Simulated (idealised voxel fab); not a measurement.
process module | voxel lift off
cross-section cut | 200 nm wide | cells 5 nm
A cross-section is a grid of square cells, given in bands from the top down. A band is one or more rows of cells.
Each band's line starts with the height of the band's top and of its bottom, in nm. Then come its materials from left to right, each with its width in nm. One material with "throughout" fills the band from edge to edge. "air" is empty space.
Height 0 is the level under which the wafer as received is all one material. The lowest band goes on downwards, as in "0 down".
A width such as "30 to 40" changes by the same amount from each row of cells to the next, from the band's top row to its bottom row.
"no change" after a step means that no cell of the cross-section changed.
closed voids: empty space of 8 cells or more with no open way to the top, each as width x height at its distance from the left edge, in nm
after a step's settings: what the simulator itself notes on the step
overlay nm, on a step with a mask: how far to the right of its planned place the mask lay; to the left if negative
Each pair below shows a cross-section before one step and the cross-section after it, down to the lowest band that changed. The line under each pair gives the step between them, with its settings. The pairs can come from different runs of this module on the same starting wafer, so a pair continues from the pair above only where its "before" says so.
before
  0 down: Si throughout
  closed voids: none
after
  10 to 0: SiN throughout
  below 0: unchanged
  closed voids: none
the step between: op CONFORMAL_DEP | material SiN | thk nm 10
before: the cross-section after the pair above
after
  40 to 10: resist 70 | air 15 | resist 25 | air 15 | resist 75
  below 10: unchanged
  closed voids: none
the step between: op PATTERN | tone open | mask id LINES | material resist | width nm 15 | pitch nm 40 | thk nm 30 | overlay nm 0
before: the cross-section after the pair above
after
  55 to 40: Ru 70 | air 15 | Ru 25 | air 15 | Ru 75
  40 to 25: resist 70 | air 15 | resist 25 | air 15 | resist 75
  25 to 10: resist 70 | Ru 15 | resist 25 | Ru 15 | resist 75
  below 10: unchanged
  closed voids: none
the step between: op DIRECTIONAL_DEP | material Ru | thk nm 15
before: the cross-section after the pair above
after
  25 to 10: air 70 | Ru 15 | air 25 | Ru 15 | air 75
  below 10: unchanged
  closed voids: none
the step between: op STRIP | etch materials resist
before: the cross-section after the pair above
after
  35 to 25: air 60 | SiO2 35 | air 5 | SiO2 35 | air 65
  25 to 20: air 60 | SiO2 10 | Ru 15 | SiO2 10 | air 5 | SiO2 10 | Ru 15 | SiO2 10 | air 65
  20 to 10: SiO2 70 | Ru 15 | SiO2 25 | Ru 15 | SiO2 75
  below 10: unchanged
  closed voids: none
the step between: op CONFORMAL_DEP | material SiO2 | thk nm 10
before
  40 to 10: resist 70 | air 15 | resist 25 | air 15 | resist 75
  10 to 0: SiN throughout
  0 down: Si throughout
  closed voids: none
after
  50 to 40: Ru 70 | air 15 | Ru 25 | air 15 | Ru 75
  40 to 20: resist 70 | air 15 | resist 25 | air 15 | resist 75
  20 to 10: resist 70 | Ru 15 | resist 25 | Ru 15 | resist 75
  below 10: unchanged
  closed voids: none
the step between: op DIRECTIONAL_DEP | material Ru | thk nm 10
before: the cross-section after the pair above
after
  20 to 10: air 70 | Ru 15 | air 25 | Ru 15 | air 75
  below 10: unchanged
  closed voids: none
the step between: op STRIP | etch materials resist
before: the cross-section after the pair above
after
  30 to 20: air 60 | SiO2 35 | air 5 | SiO2 35 | air 65
  20 to 10: SiO2 70 | Ru 15 | SiO2 25 | Ru 15 | SiO2 75
  below 10: unchanged
  closed voids: none
the step between: op CONFORMAL_DEP | material SiO2 | thk nm 10
before
  10 to 0: SiN throughout
  0 down: Si throughout
  closed voids: none
after
  40 to 10: resist 65 | air 25 | resist 15 | air 25 | resist 70
  below 10: unchanged
  closed voids: none
the step between: op PATTERN | tone open | mask id LINES | material resist | width nm 25 | pitch nm 40 | thk nm 30 | overlay nm 0
before: the cross-section after the pair above
after
  55 to 40: Ru 65 | air 25 | Ru 15 | air 25 | Ru 70
  40 to 25: resist 65 | air 25 | resist 15 | air 25 | resist 70
  25 to 10: resist 65 | Ru 25 | resist 15 | Ru 25 | resist 70
  below 10: unchanged
  closed voids: none
the step between: op DIRECTIONAL_DEP | material Ru | thk nm 15
before: the cross-section after the pair above
after
  25 to 10: air 65 | Ru 25 | air 15 | Ru 25 | air 70
  below 10: unchanged
  closed voids: none
the step between: op STRIP | etch materials resist
before: the cross-section after the pair above
after
  35 to 25: air 55 | SiO2 85 | air 60
  25 to 20: air 55 | SiO2 10 | Ru 25 | SiO2 15 | Ru 25 | SiO2 10 | air 60
  20 to 10: SiO2 65 | Ru 25 | SiO2 15 | Ru 25 | SiO2 70
  below 10: unchanged
  closed voids: none
the step between: op CONFORMAL_DEP | material SiO2 | thk nm 10
before
  10 to 0: SiN throughout
  0 down: Si throughout
  closed voids: none
after
  40 to 10: resist 75 | air 15 | resist 25 | air 15 | resist 70
  below 10: unchanged
  closed voids: none
the step between: op PATTERN | tone open | mask id LINES | material resist | width nm 15 | pitch nm 40 | thk nm 30 | overlay nm 5
before: the cross-section after the pair above
after
  55 to 40: Ru 75 | air 15 | Ru 25 | air 15 | Ru 70
  40 to 25: resist 75 | air 15 | resist 25 | air 15 | resist 70
  25 to 10: resist 75 | Ru 15 | resist 25 | Ru 15 | resist 70
  below 10: unchanged
  closed voids: none
the step between: op DIRECTIONAL_DEP | material Ru | thk nm 15
before: the cross-section after the pair above
after
  25 to 10: air 75 | Ru 15 | air 25 | Ru 15 | air 70
  below 10: unchanged
  closed voids: none
the step between: op STRIP | etch materials resist
before: the cross-section after the pair above
after
  35 to 25: air 65 | SiO2 35 | air 5 | SiO2 35 | air 60
  25 to 20: air 65 | SiO2 10 | Ru 15 | SiO2 10 | air 5 | SiO2 10 | Ru 15 | SiO2 10 | air 60
  20 to 10: SiO2 75 | Ru 15 | SiO2 25 | Ru 15 | SiO2 70
  below 10: unchanged
  closed voids: none
the step between: op CONFORMAL_DEP | material SiO2 | thk nm 10
before
  0 down: Si throughout
  closed voids: none
after
  10 to 0: SiO2 throughout
  below 0: unchanged
  closed voids: none
the step between: op CONFORMAL_DEP | material SiO2 | thk nm 10
before: the cross-section after the pair above
after
  40 to 10: resist 70 | air 15 | resist 25 | air 15 | resist 75
  below 10: unchanged
  closed voids: none
the step between: op PATTERN | tone open | mask id LINES | material resist | width nm 15 | pitch nm 40 | thk nm 30 | overlay nm 0
before: the cross-section after the pair above
after
  55 to 40: Ru 70 | air 15 | Ru 25 | air 15 | Ru 75
  40 to 25: resist 70 | air 15 | resist 25 | air 15 | resist 75
  25 to 10: resist 70 | Ru 15 | resist 25 | Ru 15 | resist 75
  below 10: unchanged
  closed voids: none
the step between: op DIRECTIONAL_DEP | material Ru | thk nm 15
before: the cross-section after the pair above
after
  25 to 10: air 70 | Ru 15 | air 25 | Ru 15 | air 75
  below 10: unchanged
  closed voids: none
the step between: op STRIP | etch materials resist
before: the cross-section after the pair above
after
  35 to 25: air 60 | SiO2 35 | air 5 | SiO2 35 | air 65
  25 to 20: air 60 | SiO2 10 | Ru 15 | SiO2 10 | air 5 | SiO2 10 | Ru 15 | SiO2 10 | air 65
  20 to 10: SiO2 70 | Ru 15 | SiO2 25 | Ru 15 | SiO2 75
  below 10: unchanged
  closed voids: none
the step between: op CONFORMAL_DEP | material SiO2 | thk nm 10
before
  10 to 0: SiN throughout
  0 down: Si throughout
  closed voids: none
after
  40 to 10: air 70 | resist 15 | air 25 | resist 15 | air 75
  below 10: unchanged
  closed voids: none
the step between: op PATTERN | tone cover | mask id LINES | material resist | width nm 15 | pitch nm 40 | thk nm 30 | overlay nm 0
before: the cross-section after the pair above
after
  55 to 40: air 70 | Ru 15 | air 25 | Ru 15 | air 75
  40 to 25: air 70 | resist 15 | air 25 | resist 15 | air 75
  25 to 10: Ru 70 | resist 15 | Ru 25 | resist 15 | Ru 75
  below 10: unchanged
  closed voids: none
the step between: op DIRECTIONAL_DEP | material Ru | thk nm 15
before: the cross-section after the pair above
after
  25 to 10: Ru 70 | air 15 | Ru 25 | air 15 | Ru 75
  below 10: unchanged
  closed voids: none
the step between: op STRIP | etch materials resist
before: the cross-section after the pair above
after
  35 to 25: SiO2 throughout
  25 to 10: Ru 70 | SiO2 15 | Ru 25 | SiO2 15 | Ru 75
  below 10: unchanged
  closed voids: none
the step between: op CONFORMAL_DEP | material SiO2 | thk nm 10
